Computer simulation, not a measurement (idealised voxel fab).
This is a process module. Its name is voxel ribs on slabs.
Cross-section cut: width 300 nm, square cells of 5 nm.
Heads up, the way a cross-section reads in here is a grid of square cells, handed over as bands from the top down, with every band being one or more rows of cells. The band entry comprises the height of the band's top followed by the height of its bottom, expressed in nm, and subsequently the band's materials from left to right, each stated together with its width in nm. Where a single material is marked with the word "throughout", that material fills the band from edge to edge. The word "empty" represents empty space. Below 0: as-received wafer, all one material; heights counted from there. Lowest band: no bottom, goes on down, written "0 nm and below". Read "30..40" as a graded width: first number on top, second number at the bottom, same change between each pair of neighbouring rows. Where the words "changes: none" appear for a step, the cross-section shows no cell changed by that step; every cell remained as before. "Voids, enclosed" - sealed voids, min. 8 cells, no opening to top; format: width x height at distance (distance from left edge; nm throughout). On a step's line, text after the settings is the simulator commenting on that step. "overlay nm" answers the question of how far to the right of plan the mask lay on a step that has a mask, and when it is negative the answer is to the left. In what follows, pairs of cross-sections are presented, each taken before and after one process step, with the after cross-section shown only down to the lowest band that was altered; the step, together with its settings, is stated below the pair. The pairs may stem from different runs of this module on the same starting wafer; accordingly, a pair should be taken as continuing from the one above it solely where its entry headed "Before processing step" indicates as much.
Before processing step
20 nm to 0 nm = SiO2 throughout
0 nm and below = Si throughout
Voids, enclosed: none
Cut View, Post-Step
40 nm to 20 nm = TiN throughout
Below 20 it's all the same as before, nothing changed down there.
Voids, enclosed: none
Between the two cross-sections you see above, the step is DIRECTIONAL_DEP (material TiN; thk nm 20)
Before processing step: This step starts from the configuration shown after the step in the pair immediately above.
Cut View, Post-Step
55 nm to 40 nm = aC throughout
Below 40 it's all the same as before, nothing changed down there.
Voids, enclosed: none
Between the two cross-sections you see above, the step is DIRECTIONAL_DEP (material aC; thk nm 15)
Before processing step: This step starts from the configuration shown after the step in the pair immediately above.
Cut View, Post-Step
85 nm to 55 nm = empty 135, resist 30, empty 135
Below 55 it's all the same as before, nothing changed down there.
Voids, enclosed: none
Between the two cross-sections you see above, the step is PATTERN (tone cover; mask id RIB; material resist; width nm 30; thk nm 30; overlay nm 0)
Before processing step: This step starts from the configuration shown after the step in the pair immediately above.
Cut View, Post-Step
70 nm to 55 nm = empty 135, resist 30, empty 135
55 nm to 40 nm = empty 135, aC 30, empty 135
Below 40 it's all the same as before, nothing changed down there.
Voids, enclosed: none
Between the two cross-sections you see above, the step is DIRECTIONAL_ETCH (etch materials aC; depth nm 15)
Before processing step: This step starts from the configuration shown after the step in the pair immediately above.
Cut View, Post-Step
55 nm to 40 nm = empty 135, aC 30, empty 135
Below 40 it's all the same as before, nothing changed down there.
Voids, enclosed: none
Between the two cross-sections you see above, the step is STRIP (etch materials resist)
Before processing step: This step starts from the configuration shown after the step in the pair immediately above.
Cut View, Post-Step
40 nm to 20 nm = TiN throughout
Below 20 it's all the same as before, nothing changed down there.
Voids, enclosed: none
Between the two cross-sections you see above, the step is STRIP (etch materials aC)
Before processing step: This step starts from the configuration shown after the step in the pair immediately above.
Cut View, Post-Step
60 nm to 40 nm = empty 105, resist 90, empty 105
Below 40 it's all the same as before, nothing changed down there.
Voids, enclosed: none
Between the two cross-sections you see above, the step is PATTERN (tone cover; mask id SLAB; material resist; width nm 90; thk nm 20; overlay nm 0)
Before processing step: This step starts from the configuration shown after the step in the pair immediately above.
Cut View, Post-Step
40 nm to 20 nm = TiN throughout
Below 20 it's all the same as before, nothing changed down there.
Voids, enclosed: none
Between the two cross-sections you see above, the step is STRIP (etch materials resist)
Before processing step: This step starts from the configuration shown after the step in the pair immediately above.
Cut View, Post-Step
70 nm to 40 nm = SiO2 throughout
Below 40 it's all the same as before, nothing changed down there.
Voids, enclosed: none
Between the two cross-sections you see above, the step is FILL_DEP (material SiO2; thk nm 30)
Before processing step: This step starts from the configuration shown after the step in the pair immediately above.
Cut View, Post-Step
60 nm to 40 nm = SiO2 throughout
Below 40 it's all the same as before, nothing changed down there.
Voids, enclosed: none
Between the two cross-sections you see above, the step is CMP (height nm 60)
Before processing step: This step starts from the configuration shown after the step in the pair immediately above.
Cut View, Post-Step
65 nm to 60 nm = TiN throughout
Below 60 it's all the same as before, nothing changed down there.
Voids, enclosed: none
Between the two cross-sections you see above, the step is DIRECTIONAL_DEP (material TiN; thk nm 5)
Before processing step: This step starts from the configuration shown after the step in the pair immediately above.
Cut View, Post-Step
80 nm to 65 nm = aC throughout
Below 65 it's all the same as before, nothing changed down there.
Voids, enclosed: none
Between the two cross-sections you see above, the step is DIRECTIONAL_DEP (material aC; thk nm 15)
Before processing step: This step starts from the configuration shown after the step in the pair immediately above.
Cut View, Post-Step
110 nm to 80 nm = empty 130, resist 40, empty 130
Below 80 it's all the same as before, nothing changed down there.
Voids, enclosed: none
Between the two cross-sections you see above, the step is PATTERN (tone cover; mask id HEATER; material resist; width nm 40; thk nm 30; overlay nm 0)
Before processing step: This step starts from the configuration shown after the step in the pair immediately above.
Cut View, Post-Step
95 nm to 80 nm = empty 130, resist 40, empty 130
80 nm to 65 nm = empty 130, aC 40, empty 130
Below 65 it's all the same as before, nothing changed down there.
Voids, enclosed: none
Between the two cross-sections you see above, the step is DIRECTIONAL_ETCH (etch materials aC; depth nm 15)
Before processing step: This step starts from the configuration shown after the step in the pair immediately above.
Cut View, Post-Step
80 nm to 65 nm = empty 130, aC 40, empty 130
Below 65 it's all the same as before, nothing changed down there.
Voids, enclosed: none
Between the two cross-sections you see above, the step is STRIP (etch materials resist)
Before processing step: This step starts from the configuration shown after the step in the pair immediately above.
Cut View, Post-Step
80 nm to 65 nm = empty 130, aC 40, empty 130
65 nm to 60 nm = empty 130, TiN 40, empty 130
Below 60 it's all the same as before, nothing changed down there.
Voids, enclosed: none
Between the two cross-sections you see above, the step is DIRECTIONAL_ETCH (etch materials TiN; depth nm 5)
Before processing step: This step starts from the configuration shown after the step in the pair immediately above.
Cut View, Post-Step
65 nm to 60 nm = empty 130, TiN 40, empty 130
Below 60 it's all the same as before, nothing changed down there.
Voids, enclosed: none
Between the two cross-sections you see above, the step is STRIP (etch materials aC)
Before processing step: This step starts from the configuration shown after the step in the pair immediately above.
Cut View, Post-Step
70 nm to 65 nm = empty 125, SiO2 50, empty 125
65 nm to 60 nm = SiO2 130, TiN 40, SiO2 130
Below 60 it's all the same as before, nothing changed down there.
Voids, enclosed: none
Between the two cross-sections you see above, the step is CONFORMAL_DEP (material SiO2; thk nm 5)
Before processing step
55 nm to 40 nm = aC throughout
40 nm to 20 nm = polySi throughout
20 nm to 0 nm = SiO2 throughout
0 nm and below = Si throughout
Voids, enclosed: none
Cut View, Post-Step
85 nm to 55 nm = resist 135, empty 30, resist 135
Below 55 it's all the same as before, nothing changed down there.
Voids, enclosed: none
Between the two cross-sections you see above, the step is PATTERN (tone open; mask id RIB; material resist; width nm 30; thk nm 30; overlay nm 0)
Before processing step: This step starts from the configuration shown after the step in the pair immediately above.
Cut View, Post-Step
70 nm to 55 nm = resist 135, empty 30, resist 135
55 nm to 40 nm = aC 135, empty 30, aC 135
Below 40 it's all the same as before, nothing changed down there.
Voids, enclosed: none
Between the two cross-sections you see above, the step is DIRECTIONAL_ETCH (etch materials aC; depth nm 15)
Before processing step: This step starts from the configuration shown after the step in the pair immediately above.
Cut View, Post-Step
55 nm to 40 nm = aC 135, empty 30, aC 135
Below 40 it's all the same as before, nothing changed down there.
Voids, enclosed: none
Between the two cross-sections you see above, the step is STRIP (etch materials resist)
Before processing step: This step starts from the configuration shown after the step in the pair immediately above.
Cut View, Post-Step
55 nm to 40 nm = aC 135, empty 30, aC 135
40 nm to 30 nm = polySi 135, empty 30, polySi 135
Below 30 it's all the same as before, nothing changed down there.
Voids, enclosed: none
Between the two cross-sections you see above, the step is DIRECTIONAL_ETCH (etch materials polySi; depth nm 10)
Before processing step: This step starts from the configuration shown after the step in the pair immediately above.
Cut View, Post-Step
40 nm to 30 nm = polySi 135, empty 30, polySi 135
Below 30 it's all the same as before, nothing changed down there.
Voids, enclosed: none
Between the two cross-sections you see above, the step is STRIP (etch materials aC)
Before processing step: This step starts from the configuration shown after the step in the pair immediately above.
Cut View, Post-Step
60 nm to 40 nm = empty 105, resist 90, empty 105
40 nm to 30 nm = polySi 135, resist 30, polySi 135
Below 30 it's all the same as before, nothing changed down there.
Voids, enclosed: none
Between the two cross-sections you see above, the step is PATTERN (tone cover; mask id SLAB; material resist; width nm 90; thk nm 20; overlay nm 0)
Before processing step: This step starts from the configuration shown after the step in the pair immediately above.
Cut View, Post-Step
60 nm to 40 nm = empty 105, resist 90, empty 105
40 nm to 30 nm = empty 105, polySi 30, resist 30, polySi 30, empty 105
Below 30 it's all the same as before, nothing changed down there.
Voids, enclosed: none
Between the two cross-sections you see above, the step is DIRECTIONAL_ETCH (etch materials polySi; depth nm 10)
Before processing step: This step starts from the configuration shown after the step in the pair immediately above.
Cut View, Post-Step
40 nm to 30 nm = empty 105, polySi 30, empty 30, polySi 30, empty 105
Below 30 it's all the same as before, nothing changed down there.
Voids, enclosed: none
Between the two cross-sections you see above, the step is STRIP (etch materials resist)
Before processing step: This step starts from the configuration shown after the step in the pair immediately above.
Cut View, Post-Step
70 nm to 40 nm = SiO2 throughout
40 nm to 30 nm = SiO2 105, polySi 30, SiO2 30, polySi 30, SiO2 105
Below 30 it's all the same as before, nothing changed down there.
Voids, enclosed: none
Between the two cross-sections you see above, the step is FILL_DEP (material SiO2; thk nm 30)
Before processing step: This step starts from the configuration shown after the step in the pair immediately above.
Cut View, Post-Step
60 nm to 40 nm = SiO2 throughout
Below 40 it's all the same as before, nothing changed down there.
Voids, enclosed: none
Between the two cross-sections you see above, the step is CMP (height nm 60)
Before processing step: This step starts from the configuration shown after the step in the pair immediately above.
Cut View, Post-Step
65 nm to 60 nm = TiN throughout
Below 60 it's all the same as before, nothing changed down there.
Voids, enclosed: none
Between the two cross-sections you see above, the step is DIRECTIONAL_DEP (material TiN; thk nm 5)
Before processing step: This step starts from the configuration shown after the step in the pair immediately above.
Cut View, Post-Step
80 nm to 65 nm = aC throughout
Below 65 it's all the same as before, nothing changed down there.
Voids, enclosed: none
Between the two cross-sections you see above, the step is DIRECTIONAL_DEP (material aC; thk nm 15)
Before processing step: This step starts from the configuration shown after the step in the pair immediately above.
Cut View, Post-Step
110 nm to 80 nm = empty 130, resist 40, empty 130
Below 80 it's all the same as before, nothing changed down there.
Voids, enclosed: none
Between the two cross-sections you see above, the step is PATTERN (tone cover; mask id HEATER; material resist; width nm 40; thk nm 30; overlay nm 0)
Before processing step: This step starts from the configuration shown after the step in the pair immediately above.
Cut View, Post-Step
95 nm to 80 nm = empty 130, resist 40, empty 130
80 nm to 65 nm = empty 130, aC 40, empty 130
Below 65 it's all the same as before, nothing changed down there.
Voids, enclosed: none
Between the two cross-sections you see above, the step is DIRECTIONAL_ETCH (etch materials aC; depth nm 15)
Before processing step: This step starts from the configuration shown after the step in the pair immediately above.
Cut View, Post-Step
80 nm to 65 nm = empty 130, aC 40, empty 130
Below 65 it's all the same as before, nothing changed down there.
Voids, enclosed: none
Between the two cross-sections you see above, the step is STRIP (etch materials resist)
Before processing step: This step starts from the configuration shown after the step in the pair immediately above.
Cut View, Post-Step
80 nm to 65 nm = empty 130, aC 40, empty 130
65 nm to 60 nm = empty 130, TiN 40, empty 130
Below 60 it's all the same as before, nothing changed down there.
Voids, enclosed: none
Between the two cross-sections you see above, the step is DIRECTIONAL_ETCH (etch materials TiN; depth nm 5)
Before processing step: This step starts from the configuration shown after the step in the pair immediately above.
Cut View, Post-Step
65 nm to 60 nm = empty 130, TiN 40, empty 130
Below 60 it's all the same as before, nothing changed down there.
Voids, enclosed: none
Between the two cross-sections you see above, the step is STRIP (etch materials aC)
Before processing step: This step starts from the configuration shown after the step in the pair immediately above.
Cut View, Post-Step
70 nm to 65 nm = empty 125, SiO2 50, empty 125
65 nm to 60 nm = SiO2 130, TiN 40, SiO2 130
Below 60 it's all the same as before, nothing changed down there.
Voids, enclosed: none
Between the two cross-sections you see above, the step is CONFORMAL_DEP (material SiO2; thk nm 5)
